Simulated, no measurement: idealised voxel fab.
Process module, titled voxel wiring stack
Each square cell in cross-section cut measures 5 nm, and the section as a whole is 245 nm wide.
A cross-section is a grid of square cells, given in bands from the top down. A band is one or more rows of cells. Band: top height; bottom height; in nm. Then, left to right: material with width in nm, for each material. "throughout": a single material spanning edge to edge. "blank": empty space. The reference from which all heights are counted is 0, the level beneath which the as-received wafer is entirely one material; the lowest band, having no lower bound, proceeds downward and is written after the example "0 down". Per-row width for "30..40": begins at first number (top row of band), ends at second number (bottom row), increment between rows held constant. Where the words "nothing different" appear for a step, the cross-section shows no cell changed by that step; every cell remained as before. "Entrapped voids" - sealed voids, min. 8 cells, no opening to top; format: width x height at distance (distance from left edge; nm throughout). Note: text after step settings on the step line = simulator remark on that step. If you see "overlay nm" on a step's line and that step has a mask, it's telling you how far right of where it was planned the mask ended up; a negative number means it went left instead.

Process steps (planned):
| 1 | RECEIVE with material Si |
| 2 | CONFORMAL_DEP with material SiO2, thk nm 15 |
| 3 | CONFORMAL_DEP with material SiN, thk nm 5 |
| 4 | DIRECTIONAL_DEP with material SiO2, thk nm 20 |
| 5 | DIRECTIONAL_DEP with material aC, thk nm 15 |
| 6 | PATTERN with tone open, mask id METAL_1, material resist, width nm 20, pitch nm 45, thk nm 30, overlay nm 0 |
| 7 | DIRECTIONAL_ETCH with etch materials aC, depth nm 15 |
| 8 | STRIP with etch materials resist |
| 9 | DIRECTIONAL_ETCH with etch materials SiO2, depth nm 20 |
| 10 | DIRECTIONAL_ETCH with etch materials SiN, depth nm 5 |
| 11 | STRIP with etch materials aC |
| 12 | CONFORMAL_DEP with material TiN, thk nm 5 |
| 13 | FILL_DEP with material W, thk nm 10 |
| 14 | CMP with height nm 40 |
| 15 | EPI with material Ru, thk nm 5 |
| 16 | FILL_DEP with material SiCN, thk nm 5 |
| 17 | DIRECTIONAL_DEP with material lowk, thk nm 30 |
| 18 | PATTERN with tone open, mask id METAL_2, material resist, width nm 20, pitch nm 45, thk nm 15, overlay nm 0 |
| 19 | DIRECTIONAL_ETCH with etch materials lowk, depth nm 15 |
| 20 | STRIP with etch materials resist |
| 21 | DIRECTIONAL_DEP with material aC, thk nm 10 |
| 22 | PATTERN with tone open, mask id METAL_2_HOLES, material resist, width nm 15, pitch nm 45, thk nm 30, overlay nm 0 |
| 23 | DIRECTIONAL_ETCH with etch materials aC, depth nm 10 |
| 24 | STRIP with etch materials resist |
| 25 | DIRECTIONAL_ETCH with etch materials lowk, depth nm 15 |
| 26 | DIRECTIONAL_ETCH with etch materials SiCN, depth nm 5 |
| 27 | STRIP with etch materials aC |
| 28 | CONFORMAL_DEP with material TiN, thk nm 5 |
| 29 | FILL_DEP with material Ru, thk nm 5 |
| 30 | CMP with height nm 80 |
| 31 | CONFORMAL_DEP with material SiCN, thk nm 5 |
| 32 | DIRECTIONAL_DEP with material lowk, thk nm 30 |
| 33 | MASKED_ETCH with tone open, mask id METAL_3_HOLES, width nm 15, pitch nm 45, etch materials lowk, depth nm 30, overlay nm 0 |
| 34 | MASKED_ETCH with tone open, mask id METAL_3, width nm 20, pitch nm 45, etch materials lowk, depth nm 15, overlay nm 0 |
| 35 | MASKED_ETCH with tone open, mask id METAL_3, width nm 20, pitch nm 45, etch materials SiCN, depth nm 5, overlay nm 0 |
| 36 | CONFORMAL_DEP with material TiN, thk nm 5 |
| 37 | FILL_DEP with material Ru, thk nm 10 |
| 38 | CMP with height nm 115 |
| 39 | CONFORMAL_DEP with material SiCN, thk nm 5 |
| 40 | DIRECTIONAL_DEP with material SiO2, thk nm 35 |
| 41 | DIRECTIONAL_DEP with material aC, thk nm 10 |
| 42 | PATTERN with tone open, mask id METAL_4, material resist, width nm 20, pitch nm 45, thk nm 25, overlay nm 0 |
| 43 | DIRECTIONAL_ETCH with etch materials aC, depth nm 10 |
| 44 | STRIP with etch materials resist |
| 45 | DIRECTIONAL_ETCH with etch materials SiO2, depth nm 20 |
| 46 | STRIP with etch materials aC |
| 47 | MASKED_ETCH with tone open, mask id METAL_4_HOLES, width nm 15, pitch nm 45, etch materials SiO2, depth nm 15, overlay nm 0 |
| 48 | MASKED_ETCH with tone open, mask id METAL_4_HOLES, width nm 15, pitch nm 45, etch materials SiCN, depth nm 5, overlay nm 0 |
| 49 | CONFORMAL_DEP with material TiN, thk nm 5 |
| 50 | FILL_DEP with material Cu, thk nm 5 |
| 51 | CMP with height nm 155 |
| 52 | CONFORMAL_DEP with material SiN, thk nm 5 |
Variable across wafers: step 39 thk nm (plan value is that of the first wafer; starting state common to all).

The as-received cross-section of the first of several wafers corresponds to the state after step 1:
* 0 down  Si throughout
* Entrapped voids: none

Wafer cross-section (first of several) - module end, post step 52 (last step):
* 160 to 155  SiN throughout
* 155 to 140  45 of SiO2  5 of TiN  10 of Cu  5 of TiN  25 of SiO2  5 of TiN  10 of Cu  5 of TiN  25 of SiO2  5 of TiN  10 of Cu  5 of TiN  25 of SiO2  5 of TiN  10 of Cu  5 of TiN  45 of SiO2
* 140 to 135  45 of SiO2  5 of TiN  5 of Cu  10 of TiN  25 of SiO2  5 of TiN  5 of Cu  10 of TiN  25 of SiO2  5 of TiN  5 of Cu  10 of TiN  25 of SiO2  5 of TiN  5 of Cu  10 of TiN  45 of SiO2
* 135 to 120  45 of SiO2  5 of TiN  5 of Cu  5 of TiN  30 of SiO2  5 of TiN  5 of Cu  5 of TiN  30 of SiO2  5 of TiN  5 of Cu  5 of TiN  30 of SiO2  5 of TiN  5 of Cu  5 of TiN  50 of SiO2
* 120 to 115  45 of SiCN  15 of TiN  30 of SiCN  15 of TiN  30 of SiCN  15 of TiN  30 of SiCN  15 of TiN  50 of SiCN
* 115 to 105  45 of lowk  5 of TiN  10 of Ru  5 of TiN  25 of lowk  5 of TiN  10 of Ru  5 of TiN  25 of lowk  5 of TiN  10 of Ru  5 of TiN  25 of lowk  5 of TiN  10 of Ru  5 of TiN  45 of lowk
* 105 to 100  45 of lowk  5 of TiN  5 of Ru  10 of TiN  25 of lowk  5 of TiN  5 of Ru  10 of TiN  25 of lowk  5 of TiN  5 of Ru  10 of TiN  25 of lowk  5 of TiN  5 of Ru  10 of TiN  45 of lowk
* 100 to 85  45 of lowk  5 of TiN  5 of Ru  5 of TiN  30 of lowk  5 of TiN  5 of Ru  5 of TiN  30 of lowk  5 of TiN  5 of Ru  5 of TiN  30 of lowk  5 of TiN  5 of Ru  5 of TiN  50 of lowk
* 85 to 80  45 of SiCN  15 of TiN  30 of SiCN  15 of TiN  30 of SiCN  15 of TiN  30 of SiCN  15 of TiN  50 of SiCN
* 80 to 70  45 of lowk  5 of TiN  10 of Ru  5 of TiN  25 of lowk  5 of TiN  10 of Ru  5 of TiN  25 of lowk  5 of TiN  10 of Ru  5 of TiN  25 of lowk  5 of TiN  10 of Ru  5 of TiN  45 of lowk
* 70 to 65  45 of lowk  5 of TiN  5 of Ru  10 of TiN  25 of lowk  5 of TiN  5 of Ru  10 of TiN  25 of lowk  5 of TiN  5 of Ru  10 of TiN  25 of lowk  5 of TiN  5 of Ru  10 of TiN  45 of lowk
* 65 to 50  45 of lowk  5 of TiN  5 of Ru  5 of TiN  30 of lowk  5 of TiN  5 of Ru  5 of TiN  30 of lowk  5 of TiN  5 of Ru  5 of TiN  30 of lowk  5 of TiN  5 of Ru  5 of TiN  50 of lowk
* 50 to 45  45 of SiCN  15 of TiN  30 of SiCN  15 of TiN  30 of SiCN  15 of TiN  30 of SiCN  15 of TiN  50 of SiCN
* 45 to 40  40 of SiCN  30 of Ru  15 of SiCN  30 of Ru  15 of SiCN  30 of Ru  15 of SiCN  30 of Ru  40 of SiCN
* 40 to 20  45 of SiO2  5 of TiN  10 of W  5 of TiN  25 of SiO2  5 of TiN  10 of W  5 of TiN  25 of SiO2  5 of TiN  10 of W  5 of TiN  25 of SiO2  5 of TiN  10 of W  5 of TiN  45 of SiO2
* 20 to 15  45 of SiN  20 of TiN  25 of SiN  20 of TiN  25 of SiN  20 of TiN  25 of SiN  20 of TiN  45 of SiN
* 15 to 0  SiO2 throughout
* 0 down  Si throughout
* Entrapped voids: none

Last wafer, end of module, cross-section:
* 160 to 155  SiN throughout
* 155 to 150  45 of SiO2  5 of TiN  5 of Cu  10 of TiN  25 of SiO2  5 of TiN  5 of Cu  10 of TiN  25 of SiO2  5 of TiN  5 of Cu  10 of TiN  25 of SiO2  5 of TiN  5 of Cu  10 of TiN  45 of SiO2
* 150 to 135  45 of SiO2  5 of TiN  5 of Cu  5 of TiN  30 of SiO2  5 of TiN  5 of Cu  5 of TiN  30 of SiO2  5 of TiN  5 of Cu  5 of TiN  30 of SiO2  5 of TiN  5 of Cu  5 of TiN  50 of SiO2
* 135 to 130  45 of SiCN  15 of TiN  30 of SiCN  15 of TiN  30 of SiCN  15 of TiN  30 of SiCN  15 of TiN  50 of SiCN
* 130 to 115  SiCN throughout
* 115 to 105  45 of lowk  5 of TiN  10 of Ru  5 of TiN  25 of lowk  5 of TiN  10 of Ru  5 of TiN  25 of lowk  5 of TiN  10 of Ru  5 of TiN  25 of lowk  5 of TiN  10 of Ru  5 of TiN  45 of lowk
* 105 to 100  45 of lowk  5 of TiN  5 of Ru  10 of TiN  25 of lowk  5 of TiN  5 of Ru  10 of TiN  25 of lowk  5 of TiN  5 of Ru  10 of TiN  25 of lowk  5 of TiN  5 of Ru  10 of TiN  45 of lowk
* 100 to 85  45 of lowk  5 of TiN  5 of Ru  5 of TiN  30 of lowk  5 of TiN  5 of Ru  5 of TiN  30 of lowk  5 of TiN  5 of Ru  5 of TiN  30 of lowk  5 of TiN  5 of Ru  5 of TiN  50 of lowk
* 85 to 80  45 of SiCN  15 of TiN  30 of SiCN  15 of TiN  30 of SiCN  15 of TiN  30 of SiCN  15 of TiN  50 of SiCN
* 80 to 70  45 of lowk  5 of TiN  10 of Ru  5 of TiN  25 of lowk  5 of TiN  10 of Ru  5 of TiN  25 of lowk  5 of TiN  10 of Ru  5 of TiN  25 of lowk  5 of TiN  10 of Ru  5 of TiN  45 of lowk
* 70 to 65  45 of lowk  5 of TiN  5 of Ru  10 of TiN  25 of lowk  5 of TiN  5 of Ru  10 of TiN  25 of lowk  5 of TiN  5 of Ru  10 of TiN  25 of lowk  5 of TiN  5 of Ru  10 of TiN  45 of lowk
* 65 to 50  45 of lowk  5 of TiN  5 of Ru  5 of TiN  30 of lowk  5 of TiN  5 of Ru  5 of TiN  30 of lowk  5 of TiN  5 of Ru  5 of TiN  30 of lowk  5 of TiN  5 of Ru  5 of TiN  50 of lowk
* 50 to 45  45 of SiCN  15 of TiN  30 of SiCN  15 of TiN  30 of SiCN  15 of TiN  30 of SiCN  15 of TiN  50 of SiCN
* 45 to 40  40 of SiCN  30 of Ru  15 of SiCN  30 of Ru  15 of SiCN  30 of Ru  15 of SiCN  30 of Ru  40 of SiCN
* 40 to 20  45 of SiO2  5 of TiN  10 of W  5 of TiN  25 of SiO2  5 of TiN  10 of W  5 of TiN  25 of SiO2  5 of TiN  10 of W  5 of TiN  25 of SiO2  5 of TiN  10 of W  5 of TiN  45 of SiO2
* 20 to 15  45 of SiN  20 of TiN  25 of SiN  20 of TiN  25 of SiN  20 of TiN  25 of SiN  20 of TiN  45 of SiN
* 15 to 0  SiO2 throughout
* 0 down  Si throughout
* Entrapped voids: none

What follows is a table in which each wafer occupies a row; for the wafer as it stands at the close of the module, the row states, material by material, how many cells have been gained (+) or lost (-) since receipt, and then gives its closed voids:
thk nm 5; +40 Cu; +88 Ru; +136 SiCN; +82 SiN; +522 SiO2; +248 TiN; +32 W; +420 lowk; Entrapped voids: none
thk nm 10; +32 Cu; +88 Ru; +185 SiCN; +82 SiN; +489 SiO2; +240 TiN; +32 W; +420 lowk; Entrapped voids: none
thk nm 15; +24 Cu; +88 Ru; +234 SiCN; +82 SiN; +456 SiO2; +232 TiN; +32 W; +420 lowk; Entrapped voids: none
thk nm 20; +16 Cu; +88 Ru; +283 SiCN; +82 SiN; +423 SiO2; +224 TiN; +32 W; +420 lowk; Entrapped voids: none
